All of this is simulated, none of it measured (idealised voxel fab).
process module | voxel self aligned vias
cross-section cut | 165 nm wide | cells 5 nm
A cross-section is a grid of square cells, given in bands from the top down. A band is one or more rows of cells.
Each band's line starts with the height of the band's top and of its bottom, in nm. Then come its materials from left to right, each with its width in nm. One material with "throughout" fills the band from edge to edge. "air" is empty space.
Height 0 is the level under which the wafer as received is all one material. The lowest band goes on downwards, as in "0 down".
A width such as "30 to 40" changes by the same amount from each row of cells to the next, from the band's top row to its bottom row.
"no change" after a step means that no cell of the cross-section changed.
closed voids: empty space of 8 cells or more with no open way to the top, each as width x height at its distance from the left edge, in nm
after a step's settings: what the simulator itself notes on the step
overlay nm, on a step with a mask: how far to the right of its planned place the mask lay; to the left if negative
plan
1 op RECEIVE | material Si
2 op CONFORMAL_DEP | material SiO2 | thk nm 15
3 op CONFORMAL_DEP | material SiCN | thk nm 5
4 op DIRECTIONAL_DEP | material lowk | thk nm 30
5 op PATTERN | tone open | mask id LINES | material resist | width nm 30 | pitch nm 80 | thk nm 20 | overlay nm -10
6 op DIRECTIONAL_ETCH | etch materials lowk | depth nm 30
7 op STRIP | etch materials resist
8 op CONFORMAL_DEP | material TiN | thk nm 5
9 op FILL_DEP | material W | thk nm 10
10 op CMP | height nm 50
11 op SELECTIVE_ETCH | etch materials W Ru TiN | depth nm 10
12 op FILL_DEP | material SiN | thk nm 5
13 op CMP | height nm 50
14 op DIRECTIONAL_DEP | material lowk | thk nm 20
15 op DIRECTIONAL_DEP | material aC | thk nm 10
16 op PATTERN | tone open | mask id VIAS | material resist | width nm 50 | pitch nm 80 | thk nm 30 | overlay nm 0
17 op DIRECTIONAL_ETCH | etch materials aC | depth nm 10
18 op STRIP | etch materials resist
19 op DIRECTIONAL_ETCH | etch materials lowk | depth nm 20
20 op DIRECTIONAL_ETCH | etch materials SiN | depth nm 10
21 op STRIP | etch materials aC
22 op CONFORMAL_DEP | material TiN | thk nm 5
23 op FILL_DEP | material W | thk nm 10
24 op CMP | height nm 70
25 op CONFORMAL_DEP | material SiCN | thk nm 5
varied across the wafers: overlay nm of step 5. The plan shows the first wafer's value. All wafers start alike
first wafer as received, after step 1
  0 down: Si throughout
  closed voids: none
first wafer at the end, after step 25
  75 to 70: SiCN throughout
  70 to 55: lowk 15 | TiN 5 | W 40 | TiN 5 | lowk 30 | TiN 5 | W 40 | TiN 5 | lowk 20
  55 to 45: lowk 15 | TiN 5 | W 20 | TiN 25 to 5 | lowk 30 to 50 | TiN 5 | W 20 | TiN 25 to 5 | lowk 20 to 40
  45 to 40: lowk 15 | TiN 30 | lowk 50 | TiN 30 | lowk 40
  40 to 25: lowk 15 | TiN 5 | W 20 | TiN 5 | lowk 50 | TiN 5 | W 20 | TiN 5 | lowk 40
  25 to 20: lowk 15 | TiN 30 | lowk 50 | TiN 30 | lowk 40
  20 to 15: SiCN throughout
  15 to 0: SiO2 throughout
  0 down: Si throughout
  closed voids: none
last wafer at the end
  75 to 70: SiCN throughout
  70 to 55: lowk 15 | TiN 5 | W 40 | TiN 5 | lowk 30 | TiN 5 | W 40 | TiN 5 | lowk 20
  55 to 50: lowk 15 | TiN 30 | W 15 | TiN 5 | lowk 30 | TiN 30 | W 15 | TiN 5 | lowk 20
  50 to 45: lowk 40 | TiN 5 | W 15 | TiN 5 | SiN 5 | lowk 50 | TiN 5 | W 15 | TiN 5 | SiN 5 | lowk 15
  45 to 40: lowk 40 | TiN 25 | SiN 5 | lowk 50 | TiN 25 | SiN 5 | lowk 15
  40 to 25: lowk 40 | TiN 5 | W 20 | TiN 5 | lowk 50 | TiN 5 | W 20 | TiN 5 | lowk 15
  25 to 20: lowk 40 | TiN 30 | lowk 50 | TiN 30 | lowk 15
  20 to 15: SiCN throughout
  15 to 0: SiO2 throughout
  0 down: Si throughout
  closed voids: none
each wafer at the end: cells of each material gained (+) or lost (-) since it was received, then its closed voids
overlay nm -10 | +66 SiCN | +99 SiO2 | +64 TiN | +88 W | +178 lowk | closed voids: none
overlay nm -5 | +66 SiCN | +99 SiO2 | +64 TiN | +88 W | +178 lowk | closed voids: none
overlay nm 0 | +66 SiCN | +99 SiO2 | +64 TiN | +88 W | +178 lowk | closed voids: none
overlay nm 5 | +66 SiCN | +99 SiO2 | +64 TiN | +88 W | +178 lowk | closed voids: none
overlay nm 10 | +66 SiCN | +99 SiO2 | +64 TiN | +88 W | +178 lowk | closed voids: none
overlay nm 15 | +66 SiCN | +4 SiN | +99 SiO2 | +64 TiN | +84 W | +178 lowk | closed voids: none
